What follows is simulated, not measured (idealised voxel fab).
The process module that follows is named voxel released beams.
250 nm wide, 5 nm square cells: that's cross-section cut.
Cross-section layout: square cells on a grid; listed as bands, top to bottom; a band spans one or more cell rows. What a band's entry tells you: where the top is and where the bottom is, as heights in nm, and after that what lies inside, material by material from left to right, each with its width in nm. Empty space is written as the word "air", and a single material marked with the word "everywhere" occupies the band from edge to edge. Convention: height 0 is the level below which the wafer, as received, is all one material. The lowest band does not terminate at the bottom but continues downward, represented as "from 0 down". Per-row width for "30..40": begins at first number (top row of band), ends at second number (bottom row), increment between rows held constant. You'll sometimes find "left unchanged" written for a step, and that's the way of saying that nowhere in the cross-section did a cell change during that step. The label "Closed void inventory" introduces a list of the empty spaces, 8 cells or larger, that have no open way up to the top; each entry in it reads width x height at distance, where the distance is taken from the left edge and all three are stated in nm. On a step's line, text after the settings is the simulator commenting on that step. overlay nm: for a step with a mask, the amount by which the mask lay right of where it was planned; a negative amount means left of it.
LIST OF PLANNED PROCESS STEPS
| 1 | RECEIVE, material Si |
| 2 | CONFORMAL_DEP, material SiN, thk nm 5 |
| 3 | DIRECTIONAL_DEP, material SiO2, thk nm 10 |
| 4 | PATTERN, tone open, mask id ANCHOR, material resist, width nm 25, thk nm 15, overlay nm 0 |
| 5 | DIRECTIONAL_ETCH, etch materials SiO2, depth nm 10 |
| 6 | STRIP, etch materials resist |
| 7 | CONFORMAL_DEP, material W, thk nm 10 |
| 8 | DIRECTIONAL_DEP, material aC, thk nm 10 |
| 9 | PATTERN, tone cover, mask id BEAM, material resist, width nm 70, thk nm 25, overlay nm 0 |
| 10 | DIRECTIONAL_ETCH, etch materials aC, depth nm 10 |
| 11 | STRIP, etch materials resist |
| 12 | DIRECTIONAL_ETCH, etch materials W, depth nm 10 |
| 13 | STRIP, etch materials aC |
| 14 | STRIP, etch materials SiO2 |
CROSS-SECTION, INCOMING MATERIAL, AFTER STEP 1
- from 0 down | Si everywhere
- Closed void inventory: none
WHAT THE WAFER LOOKS LIKE IN CROSS-SECTION AFTER THIS MODULE, WHEN IT STARTS AS SHOWN ABOVE AND FOLLOWS THE PLAN ABOVE BUT ONE MISTAKE IS MADE IN RUNNING IT
- from 25 to 15 | air (85), W (40), air (125)
- from 15 to 5 | air (80), W (10), SiO2 (25), W (40), air (95)
- from 5 to 0 | SiN everywhere
- from 0 down | Si everywhere
- Closed void inventory: none
What went wrong in running the wafer? for step 4, the planned setting was not used; the step was instead run as PATTERN, tone cover, mask id ANCHOR, material resist, width nm 25, thk nm 15, overlay nm 0
